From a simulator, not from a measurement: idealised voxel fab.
Presented below is a process module, voxel tone inversion.
Square cell edge 5 nm, section width 165 nm, ID cut.
Each cross-section below is a grid of square cells, stated as bands in top-down order, with one or more rows of cells making up each band. Per band: top height and bottom height in nm, followed by the left-to-right materials and their widths in nm; "everywhere" marks a single material spanning edge to edge, "empty" marks empty space. Heights are reckoned from 0. Under this level, the received wafer is all of one material. The bottommost band is open-ended downward, for example "from 0 down". The expression "30->40" gives the width at the extremes of the band, the first number at its top row of cells and the second at its bottom row, with the width changing by equal amounts from each row to the next in between. Where the words "nothing got changed" appear for a step, the cross-section shows no cell changed by that step; every cell remained as before. The label "Sealed internal voids" introduces a list of the empty spaces, 8 cells or larger, that have no open way up to the top; each entry in it reads width x height at distance, where the distance is taken from the left edge and all three are stated in nm. Anything after a step's settings on that line? It's the simulator's own note about the step. On any step carrying a mask, the "overlay nm" setting, if present on the step's line, tells how far right of its planned place the mask lay; negative values point to the left.

## List of planned process steps
1. RECEIVE [material Si]
2. CONFORMAL_DEP [material SiN] [thk nm 5]
3. DIRECTIONAL_DEP [material aC] [thk nm 20]
4. PATTERN [tone cover] [mask id POSTS] [material resist] [width nm 15] [pitch nm 30] [thk nm 30] [overlay nm 0]
5. DIRECTIONAL_ETCH [etch materials aC] [depth nm 20]
6. STRIP [etch materials resist]
7. FILL_DEP [material lowk] [thk nm 5]
8. CMP [height nm 25]
9. STRIP [etch materials aC]

## Cross-section of the incoming wafer, state after step 1
* from 0 down | Si everywhere
* Sealed internal voids: none

## The following cross-section depicts the wafer upon conclusion of the module. Processing commenced from the starting condition illustrated above and adhered to the plan illustrated above, save for one mistake in execution
* from 25 to 5 | lowk: 40 | empty: 15 | lowk: 15 | empty: 15 | lowk: 15 | empty: 15 | lowk: 15 | empty: 15 | lowk: 20
* from 5 to 0 | SiN everywhere
* from 0 down | Si everywhere
* Sealed internal voids: none
Want to know what went wrong? step 4 changed vs plan, executed as PATTERN [tone cover] [mask id POSTS] [material resist] [width nm 15] [pitch nm 30] [thk nm 30] [overlay nm 10]
